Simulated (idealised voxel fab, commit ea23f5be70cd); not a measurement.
process module | voxel capacitor over wiring
cross-section cut | 290 nm wide | cells 5 nm
A cross-section is a grid of square cells, given in bands from the top down. A band is one or more rows of cells.
Each band's line starts with the height of the band's top and of its bottom, in nm. Then come its materials from left to right, each with its width in nm. One material with "throughout" fills the band from edge to edge. "air" is empty space.
Height 0 is the level under which the wafer as received is all one material. The lowest band goes on downwards, as in "0 down".
A width such as "30 to 40" changes by the same amount from each row of cells to the next, from the band's top row to its bottom row.
"no change" after a step means that no cell of the cross-section changed.
closed voids: empty space of 8 cells or more with no open way to the top, each as width x height at its distance from the left edge, in nm
after a step's settings: what the simulator itself notes on the step
overlay nm, on a step with a mask: how far to the right of its planned place the mask lay; to the left if negative
plan
1 op RECEIVE | material Si
2 op CONFORMAL_DEP | material SiO2 | thk nm 10
3 op CONFORMAL_DEP | material SiCN | thk nm 5
4 op DIRECTIONAL_DEP | material lowk | thk nm 15
5 op MASKED_ETCH | tone open | mask id METAL_1 | width nm 30 | pitch nm 100 | etch materials lowk | depth nm 15 | overlay nm 0
6 op MASKED_ETCH | tone open | mask id METAL_1 | width nm 30 | pitch nm 100 | etch materials SiCN | depth nm 5 | overlay nm 0
7 op CONFORMAL_DEP | material TiN | thk nm 5
8 op FILL_DEP | material Ru | thk nm 10
9 op CMP | height nm 30
10 op CONFORMAL_DEP | material SiCN | thk nm 5
11 op DIRECTIONAL_DEP | material lowk | thk nm 15
12 op DIRECTIONAL_DEP | material aC | thk nm 15
13 op PATTERN | tone open | mask id PLUG_1 | material resist | width nm 15 | thk nm 30 | overlay nm 0
14 op DIRECTIONAL_ETCH | etch materials aC | depth nm 15
15 op STRIP | etch materials resist
16 op DIRECTIONAL_ETCH | etch materials lowk | depth nm 15
17 op DIRECTIONAL_ETCH | etch materials SiCN | depth nm 5
18 op STRIP | etch materials aC
19 op EPI | material Ru | thk nm 10
20 op EPI | material Ru | thk nm 10
21 op DIRECTIONAL_DEP | material TiN | thk nm 5
22 op DIRECTIONAL_DEP | material Al2O3 | thk nm 5
23 op DIRECTIONAL_DEP | material TiN | thk nm 10
24 op MASKED_ETCH | tone cover | mask id UPPER_PLATE | width nm 75 | etch materials TiN | depth nm 10 | overlay nm 0
25 op MASKED_ETCH | tone cover | mask id UPPER_PLATE | width nm 75 | etch materials Al2O3 | depth nm 5 | overlay nm 0
26 op DIRECTIONAL_DEP | material aC | thk nm 15
27 op PATTERN | tone cover | mask id LOWER_PLATE | material resist | width nm 85 | thk nm 35 | overlay nm 0
28 op DIRECTIONAL_ETCH | etch materials aC | depth nm 15
29 op STRIP | etch materials resist
30 op DIRECTIONAL_ETCH | etch materials TiN | depth nm 5
31 op STRIP | etch materials aC
32 op FILL_DEP | material SiO2 | thk nm 15
33 op CMP | height nm 80
34 op PATTERN | tone open | mask id PLUG_2 | material resist | width nm 15 | thk nm 15 | overlay nm 0
35 op DIRECTIONAL_ETCH | etch materials SiO2 | depth nm 10
36 op STRIP | etch materials resist
37 op CONFORMAL_DEP | material TiN | thk nm 5
38 op FILL_DEP | material Cu | thk nm 10
39 op CMP | height nm 80
40 op CONFORMAL_DEP | material SiN | thk nm 5
as received, after step 1
  0 down: Si throughout
  closed voids: none
a wafer at the end: this start, this plan, one mistake
  85 to 80: SiN throughout
  80 to 75: SiO2 105 | TiN 5 | Cu 5 | TiN 5 | SiO2 170
  75 to 70: SiO2 105 | TiN 15 | SiO2 170
  70 to 60: SiO2 95 | TiN 75 | SiO2 120
  60 to 55: SiO2 95 | Al2O3 75 | SiO2 120
  55 to 50: SiO2 90 | TiN 85 | SiO2 115
  50 to 35: lowk 95 | Ru 15 | lowk 180
  35 to 30: SiCN 95 | Ru 15 | SiCN 180
  30 to 25: Ru throughout
  25 to 20: TiN 85 | Ru 20 | TiN 80 | Ru 20 | TiN 85
  20 to 15: lowk 80 | TiN 5 | Ru 20 | TiN 5 | lowk 70 | TiN 5 | Ru 20 | TiN 5 | lowk 80
  15 to 10: SiCN 80 | TiN 30 | SiCN 70 | TiN 30 | SiCN 80
  10 to 0: SiO2 throughout
  0 down: Si throughout
  closed voids: none
what went wrong: step 4 ran as: op DIRECTIONAL_DEP | material lowk | thk nm 5
